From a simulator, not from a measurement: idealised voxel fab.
Process module heading - voxel wiring stack
We display cut, a cross-section 290 nm in width whose square cells are each 5 nm.
Reading order for cross-sections: top band down to bottom band. Underlying form: a grid of square cells. Band size: one or more rows of cells.
In this notation a band is specified by the heights of its top and bottom, in that order and in nm, after which its materials appear from left to right, each paired with its width in nm. The word "full width" attached to a single material means that material fills the band from edge to edge; the word "air" stands for empty space.
Heights from 0 (as-received wafer is one material below). Bottom band endless downward, as "0 and below".
Width spec "30->40" -> top row of cells at first value, bottom row at second value, equal per-row change in between.
"stayed the same" (step): cross-section cells unchanged, all of them.
If an empty space has no open way to the top and is at least 8 cells in size, "Fully sealed cavities" lists it, written width x height at distance, where distance is measured from the left edge and every value is in nm.
after a step's settings: what the simulator itself notes on the step
You can add "overlay nm" to a step's line. For a step with a mask, it describes how far the mask lay to the right of its planned position, and a negative number describes a lay to the left.

Set out below are the planned steps of the process:
| 1 | RECEIVE: material Si |
| 2 | CONFORMAL_DEP: material SiO2, thk nm 10 |
| 3 | CONFORMAL_DEP: material SiCN, thk nm 5 |
| 4 | DIRECTIONAL_DEP: material lowk, thk nm 15 |
| 5 | MASKED_ETCH: tone open, mask id METAL_1, width nm 25, pitch nm 50, etch materials lowk, depth nm 15, overlay nm 0 |
| 6 | MASKED_ETCH: tone open, mask id METAL_1, width nm 25, pitch nm 50, etch materials SiCN, depth nm 5, overlay nm 0 |
| 7 | CONFORMAL_DEP: material TiN, thk nm 5 |
| 8 | FILL_DEP: material Ru, thk nm 5 |
| 9 | CMP: height nm 30 |
| 10 | CONFORMAL_DEP: material SiCN, thk nm 5 |
| 11 | DIRECTIONAL_DEP: material SiO2, thk nm 20 |
| 12 | PATTERN: tone open, mask id PLUG_1, material resist, width nm 15, pitch nm 50, thk nm 15, overlay nm 0 |
| 13 | DIRECTIONAL_ETCH: etch materials SiO2, depth nm 20 |
| 14 | DIRECTIONAL_ETCH: etch materials SiCN, depth nm 5 |
| 15 | STRIP: etch materials resist |
| 16 | CONFORMAL_DEP: material TiN, thk nm 5 |
| 17 | FILL_DEP: material W, thk nm 5 |
| 18 | CMP: height nm 55 |
| 19 | CONFORMAL_DEP: material SiCN, thk nm 5 |
| 20 | DIRECTIONAL_DEP: material SiO2, thk nm 20 |
| 21 | PATTERN: tone open, mask id METAL_2, material resist, width nm 25, pitch nm 50, thk nm 15, overlay nm 0 |
| 22 | DIRECTIONAL_ETCH: etch materials SiO2, depth nm 20 |
| 23 | DIRECTIONAL_ETCH: etch materials SiCN, depth nm 5 |
| 24 | STRIP: etch materials resist |
| 25 | CONFORMAL_DEP: material TiN, thk nm 5 |
| 26 | FILL_DEP: material Cu, thk nm 5 |
| 27 | CMP: height nm 80 |
| 28 | CONFORMAL_DEP: material SiCN, thk nm 5 |

First wafer, as planned:

Step 1 complete: cross-section of the wafer as received:
- 0 and below: Si full width
- Fully sealed cavities: none

The wafer, seen in cross-section, after step 2:
- 10 down to 0: SiO2 full width
- Beneath the level 0, the cross-section is identical to its previous state.

The wafer, seen in cross-section, after step 3:
- 15 down to 10: SiCN full width
- Beneath the level 10, the cross-section is identical to its previous state.

The wafer, seen in cross-section, after step 4:
- 30 down to 15: lowk full width
- Beneath the level 15, the cross-section is identical to its previous state.

The wafer, seen in cross-section, after step 5:
- 30 down to 15: 105 nm lowk, 25 nm air, 25 nm lowk, 25 nm air, 110 nm lowk
- Beneath the level 15, the cross-section is identical to its previous state.

The wafer, seen in cross-section, after step 6:
- 30 down to 15: 105 nm lowk, 25 nm air, 25 nm lowk, 25 nm air, 110 nm lowk
- 15 down to 10: 105 nm SiCN, 25 nm air, 25 nm SiCN, 25 nm air, 110 nm SiCN
- Beneath the level 10, the cross-section is identical to its previous state.

The wafer, seen in cross-section, after step 7:
- 35 down to 30: 110 nm TiN, 15 nm air, 35 nm TiN, 15 nm air, 115 nm TiN
- 30 down to 15: 105 nm lowk, 5 nm TiN, 15 nm air, 5 nm TiN, 25 nm lowk, 5 nm TiN, 15 nm air, 5 nm TiN, 110 nm lowk
- 15 down to 10: 105 nm SiCN, 25 nm TiN, 25 nm SiCN, 25 nm TiN, 110 nm SiCN
- Beneath the level 10, the cross-section is identical to its previous state.

The wafer, seen in cross-section, after step 8:
- 40 down to 35: Ru full width
- 35 down to 30: 110 nm TiN, 15 nm Ru, 35 nm TiN, 15 nm Ru, 115 nm TiN
- 30 down to 15: 105 nm lowk, 5 nm TiN, 15 nm Ru, 5 nm TiN, 25 nm lowk, 5 nm TiN, 15 nm Ru, 5 nm TiN, 110 nm lowk
- Beneath the level 15, the cross-section is identical to its previous state.

The wafer, seen in cross-section, after step 9:
- 30 down to 15: 105 nm lowk, 5 nm TiN, 15 nm Ru, 5 nm TiN, 25 nm lowk, 5 nm TiN, 15 nm Ru, 5 nm TiN, 110 nm lowk
- Beneath the level 15, the cross-section is identical to its previous state.

The wafer, seen in cross-section, after step 10:
- 35 down to 30: SiCN full width
- Beneath the level 30, the cross-section is identical to its previous state.

The wafer, seen in cross-section, after step 11:
- 55 down to 35: SiO2 full width
- Beneath the level 35, the cross-section is identical to its previous state.

The wafer, seen in cross-section, after step 12:
- 70 down to 55: 105 nm resist, 15 nm air, 35 nm resist, 15 nm air, 120 nm resist
- Beneath the level 55, the cross-section is identical to its previous state.

The wafer, seen in cross-section, after step 13:
- 70 down to 55: 105 nm resist, 15 nm air, 35 nm resist, 15 nm air, 120 nm resist
- 55 down to 35: 105 nm SiO2, 15 nm air, 35 nm SiO2, 15 nm air, 120 nm SiO2
- Beneath the level 35, the cross-section is identical to its previous state.

The wafer, seen in cross-section, after step 14:
- 70 down to 55: 105 nm resist, 15 nm air, 35 nm resist, 15 nm air, 120 nm resist
- 55 down to 35: 105 nm SiO2, 15 nm air, 35 nm SiO2, 15 nm air, 120 nm SiO2
- 35 down to 30: 105 nm SiCN, 15 nm air, 35 nm SiCN, 15 nm air, 120 nm SiCN
- Beneath the level 30, the cross-section is identical to its previous state.

The wafer, seen in cross-section, after step 15:
- 55 down to 35: 105 nm SiO2, 15 nm air, 35 nm SiO2, 15 nm air, 120 nm SiO2
- Beneath the level 35, the cross-section is identical to its previous state.

The wafer, seen in cross-section, after step 16:
- 60 down to 55: 110 nm TiN, 5 nm air, 45 nm TiN, 5 nm air, 125 nm TiN
- 55 down to 35: 105 nm SiO2, 5 nm TiN, 5 nm air, 5 nm TiN, 35 nm SiO2, 5 nm TiN, 5 nm air, 5 nm TiN, 120 nm SiO2
- 35 down to 30: 105 nm SiCN, 15 nm TiN, 35 nm SiCN, 15 nm TiN, 120 nm SiCN
- Beneath the level 30, the cross-section is identical to its previous state.

The wafer, seen in cross-section, after step 17:
- 65 down to 60: W full width
- 60 down to 55: 110 nm TiN, 5 nm W, 45 nm TiN, 5 nm W, 125 nm TiN
- 55 down to 35: 105 nm SiO2, 5 nm TiN, 5 nm W, 5 nm TiN, 35 nm SiO2, 5 nm TiN, 5 nm W, 5 nm TiN, 120 nm SiO2
- Beneath the level 35, the cross-section is identical to its previous state.

The wafer, seen in cross-section, after step 18:
- 55 down to 35: 105 nm SiO2, 5 nm TiN, 5 nm W, 5 nm TiN, 35 nm SiO2, 5 nm TiN, 5 nm W, 5 nm TiN, 120 nm SiO2
- Beneath the level 35, the cross-section is identical to its previous state.

The wafer, seen in cross-section, after step 19:
- 60 down to 55: SiCN full width
- Beneath the level 55, the cross-section is identical to its previous state.

The wafer, seen in cross-section, after step 20:
- 80 down to 60: SiO2 full width
- Beneath the level 60, the cross-section is identical to its previous state.

The wafer, seen in cross-section, after step 21:
- 95 down to 80: 105 nm resist, 25 nm air, 25 nm resist, 25 nm air, 110 nm resist
- Beneath the level 80, the cross-section is identical to its previous state.

The wafer, seen in cross-section, after step 22:
- 95 down to 80: 105 nm resist, 25 nm air, 25 nm resist, 25 nm air, 110 nm resist
- 80 down to 60: 105 nm SiO2, 25 nm air, 25 nm SiO2, 25 nm air, 110 nm SiO2
- Beneath the level 60, the cross-section is identical to its previous state.

The wafer, seen in cross-section, after step 23:
- 95 down to 80: 105 nm resist, 25 nm air, 25 nm resist, 25 nm air, 110 nm resist
- 80 down to 60: 105 nm SiO2, 25 nm air, 25 nm SiO2, 25 nm air, 110 nm SiO2
- 60 down to 55: 105 nm SiCN, 25 nm air, 25 nm SiCN, 25 nm air, 110 nm SiCN
- Beneath the level 55, the cross-section is identical to its previous state.

The wafer, seen in cross-section, after step 24:
- 80 down to 60: 105 nm SiO2, 25 nm air, 25 nm SiO2, 25 nm air, 110 nm SiO2
- Beneath the level 60, the cross-section is identical to its previous state.

The wafer, seen in cross-section, after step 25:
- 85 down to 80: 110 nm TiN, 15 nm air, 35 nm TiN, 15 nm air, 115 nm TiN
- 80 down to 60: 105 nm SiO2, 5 nm TiN, 15 nm air, 5 nm TiN, 25 nm SiO2, 5 nm TiN, 15 nm air, 5 nm TiN, 110 nm SiO2
- 60 down to 55: 105 nm SiCN, 25 nm TiN, 25 nm SiCN, 25 nm TiN, 110 nm SiCN
- Beneath the level 55, the cross-section is identical to its previous state.

The wafer, seen in cross-section, after step 26:
- 90 down to 85: Cu full width
- 85 down to 80: 110 nm TiN, 15 nm Cu, 35 nm TiN, 15 nm Cu, 115 nm TiN
- 80 down to 60: 105 nm SiO2, 5 nm TiN, 15 nm Cu, 5 nm TiN, 25 nm SiO2, 5 nm TiN, 15 nm Cu, 5 nm TiN, 110 nm SiO2
- Beneath the level 60, the cross-section is identical to its previous state.

The wafer, seen in cross-section, after step 27:
- 80 down to 60: 105 nm SiO2, 5 nm TiN, 15 nm Cu, 5 nm TiN, 25 nm SiO2, 5 nm TiN, 15 nm Cu, 5 nm TiN, 110 nm SiO2
- Beneath the level 60, the cross-section is identical to its previous state.

The wafer, seen in cross-section, after step 28:
- 85 down to 80: SiCN full width
- Beneath the level 80, the cross-section is identical to its previous state.

Wafer two. Identical start, identical plan. One mistake in execution. Identical history through step 4:

Cross-section of the second wafer at the time step 5 of the plan should have ended:
- 30 down to 15: 110 nm lowk, 25 nm air, 25 nm lowk, 25 nm air, 105 nm lowk
- Beneath the level 15, the cross-section is identical to its previous state.

Cross-section of the second wafer at the time step 6 of the plan should have ended:
- 30 down to 15: 110 nm lowk, 25 nm air, 25 nm lowk, 25 nm air, 105 nm lowk
- 15 down to 10: 110 nm SiCN, 20 nm air, 30 nm SiCN, 20 nm air, 110 nm SiCN
- Beneath the level 10, the cross-section is identical to its previous state.

Cross-section of the second wafer at the time step 7 of the plan should have ended:
- 35 down to 30: 115 nm TiN, 15 nm air, 35 nm TiN, 15 nm air, 110 nm TiN
- 30 down to 20: 110 nm lowk, 5 nm TiN, 15 nm air, 5 nm TiN, 25 nm lowk, 5 nm TiN, 15 nm air, 5 nm TiN, 105 nm lowk
- 20 down to 15: 110 nm lowk, 5 nm TiN, 10 nm air, 10 nm TiN, 25 nm lowk, 5 nm TiN, 10 nm air, 10 nm TiN, 105 nm lowk
- 15 down to 10: 110 nm SiCN, 20 nm TiN, 30 nm SiCN, 20 nm TiN, 110 nm SiCN
- Beneath the level 10, the cross-section is identical to its previous state.

Cross-section of the second wafer at the time step 8 of the plan should have ended:
- 40 down to 35: Ru full width
- 35 down to 30: 115 nm TiN, 15 nm Ru, 35 nm TiN, 15 nm Ru, 110 nm TiN
- 30 down to 20: 110 nm lowk, 5 nm TiN, 15 nm Ru, 5 nm TiN, 25 nm lowk, 5 nm TiN, 15 nm Ru, 5 nm TiN, 105 nm lowk
- 20 down to 15: 110 nm lowk, 5 nm TiN, 10 nm Ru, 10 nm TiN, 25 nm lowk, 5 nm TiN, 10 nm Ru, 10 nm TiN, 105 nm lowk
- Beneath the level 15, the cross-section is identical to its previous state.

Cross-section of the second wafer at the time step 9 of the plan should have ended:
- 30 down to 20: 110 nm lowk, 5 nm TiN, 15 nm Ru, 5 nm TiN, 25 nm lowk, 5 nm TiN, 15 nm Ru, 5 nm TiN, 105 nm lowk
- Beneath the level 20, the cross-section is identical to its previous state.

Cross-section of the second wafer at the time step 10 of the plan should have ended:
- 35 down to 30: SiCN full width
- Beneath the level 30, the cross-section is identical to its previous state.

Cross-section of the second wafer at the time step 11 of the plan should have ended:
- 55 down to 35: SiO2 full width
- Beneath the level 35, the cross-section is identical to its previous state.

Cross-section of the second wafer at the time step 12 of the plan should have ended:
- 70 down to 55: 105 nm resist, 15 nm air, 35 nm resist, 15 nm air, 120 nm resist
- Beneath the level 55, the cross-section is identical to its previous state.

Cross-section of the second wafer at the time step 13 of the plan should have ended:
- 70 down to 55: 105 nm resist, 15 nm air, 35 nm resist, 15 nm air, 120 nm resist
- 55 down to 35: 105 nm SiO2, 15 nm air, 35 nm SiO2, 15 nm air, 120 nm SiO2
- Beneath the level 35, the cross-section is identical to its previous state.

Cross-section of the second wafer at the time step 14 of the plan should have ended:
- 70 down to 55: 105 nm resist, 15 nm air, 35 nm resist, 15 nm air, 120 nm resist
- 55 down to 35: 105 nm SiO2, 15 nm air, 35 nm SiO2, 15 nm air, 120 nm SiO2
- 35 down to 30: 105 nm SiCN, 15 nm air, 35 nm SiCN, 15 nm air, 120 nm SiCN
- Beneath the level 30, the cross-section is identical to its previous state.

Cross-section of the second wafer at the time step 15 of the plan should have ended:
- 55 down to 35: 105 nm SiO2, 15 nm air, 35 nm SiO2, 15 nm air, 120 nm SiO2
- Beneath the level 35, the cross-section is identical to its previous state.

Cross-section of the second wafer at the time step 16 of the plan should have ended:
- 60 down to 55: 110 nm TiN, 5 nm air, 45 nm TiN, 5 nm air, 125 nm TiN
- 55 down to 35: 105 nm SiO2, 5 nm TiN, 5 nm air, 5 nm TiN, 35 nm SiO2, 5 nm TiN, 5 nm air, 5 nm TiN, 120 nm SiO2
- 35 down to 30: 105 nm SiCN, 15 nm TiN, 35 nm SiCN, 15 nm TiN, 120 nm SiCN
- Beneath the level 30, the cross-section is identical to its previous state.

Cross-section of the second wafer at the time step 17 of the plan should have ended:
- 65 down to 60: W full width
- 60 down to 55: 110 nm TiN, 5 nm W, 45 nm TiN, 5 nm W, 125 nm TiN
- 55 down to 35: 105 nm SiO2, 5 nm TiN, 5 nm W, 5 nm TiN, 35 nm SiO2, 5 nm TiN, 5 nm W, 5 nm TiN, 120 nm SiO2
- Beneath the level 35, the cross-section is identical to its previous state.

Cross-section of the second wafer at the time step 18 of the plan should have ended:
- 55 down to 35: 105 nm SiO2, 5 nm TiN, 5 nm W, 5 nm TiN, 35 nm SiO2, 5 nm TiN, 5 nm W, 5 nm TiN, 120 nm SiO2
- Beneath the level 35, the cross-section is identical to its previous state.

Cross-section of the second wafer at the time step 19 of the plan should have ended:
- 60 down to 55: SiCN full width
- Beneath the level 55, the cross-section is identical to its previous state.

Cross-section of the second wafer at the time step 20 of the plan should have ended:
- 80 down to 60: SiO2 full width
- Beneath the level 60, the cross-section is identical to its previous state.

Cross-section of the second wafer at the time step 21 of the plan should have ended:
- 95 down to 80: 105 nm resist, 25 nm air, 25 nm resist, 25 nm air, 110 nm resist
- Beneath the level 80, the cross-section is identical to its previous state.

Cross-section of the second wafer at the time step 22 of the plan should have ended:
- 95 down to 80: 105 nm resist, 25 nm air, 25 nm resist, 25 nm air, 110 nm resist
- 80 down to 60: 105 nm SiO2, 25 nm air, 25 nm SiO2, 25 nm air, 110 nm SiO2
- Beneath the level 60, the cross-section is identical to its previous state.

Cross-section of the second wafer at the time step 23 of the plan should have ended:
- 95 down to 80: 105 nm resist, 25 nm air, 25 nm resist, 25 nm air, 110 nm resist
- 80 down to 60: 105 nm SiO2, 25 nm air, 25 nm SiO2, 25 nm air, 110 nm SiO2
- 60 down to 55: 105 nm SiCN, 25 nm air, 25 nm SiCN, 25 nm air, 110 nm SiCN
- Beneath the level 55, the cross-section is identical to its previous state.

Cross-section of the second wafer at the time step 24 of the plan should have ended:
- 80 down to 60: 105 nm SiO2, 25 nm air, 25 nm SiO2, 25 nm air, 110 nm SiO2
- Beneath the level 60, the cross-section is identical to its previous state.

Cross-section of the second wafer at the time step 25 of the plan should have ended:
- 85 down to 80: 110 nm TiN, 15 nm air, 35 nm TiN, 15 nm air, 115 nm TiN
- 80 down to 60: 105 nm SiO2, 5 nm TiN, 15 nm air, 5 nm TiN, 25 nm SiO2, 5 nm TiN, 15 nm air, 5 nm TiN, 110 nm SiO2
- 60 down to 55: 105 nm SiCN, 25 nm TiN, 25 nm SiCN, 25 nm TiN, 110 nm SiCN
- Beneath the level 55, the cross-section is identical to its previous state.

Cross-section of the second wafer at the time step 26 of the plan should have ended:
- 90 down to 85: Cu full width
- 85 down to 80: 110 nm TiN, 15 nm Cu, 35 nm TiN, 15 nm Cu, 115 nm TiN
- 80 down to 60: 105 nm SiO2, 5 nm TiN, 15 nm Cu, 5 nm TiN, 25 nm SiO2, 5 nm TiN, 15 nm Cu, 5 nm TiN, 110 nm SiO2
- Beneath the level 60, the cross-section is identical to its previous state.

Cross-section of the second wafer at the time step 27 of the plan should have ended:
- 80 down to 60: 105 nm SiO2, 5 nm TiN, 15 nm Cu, 5 nm TiN, 25 nm SiO2, 5 nm TiN, 15 nm Cu, 5 nm TiN, 110 nm SiO2
- Beneath the level 60, the cross-section is identical to its previous state.

Cross-section of the second wafer at the time step 28 of the plan should have ended:
- 85 down to 80: SiCN full width
- Beneath the level 80, the cross-section is identical to its previous state.
Finding, execution versus plan: contrary to plan, step 5 was performed as MASKED_ETCH: tone open, mask id METAL_1, width nm 25, pitch nm 50, etch materials lowk, depth nm 15, overlay nm 5
End of process, cell counts, second wafer against first, materials with more or fewer: -2 Ru; +2 SiCN
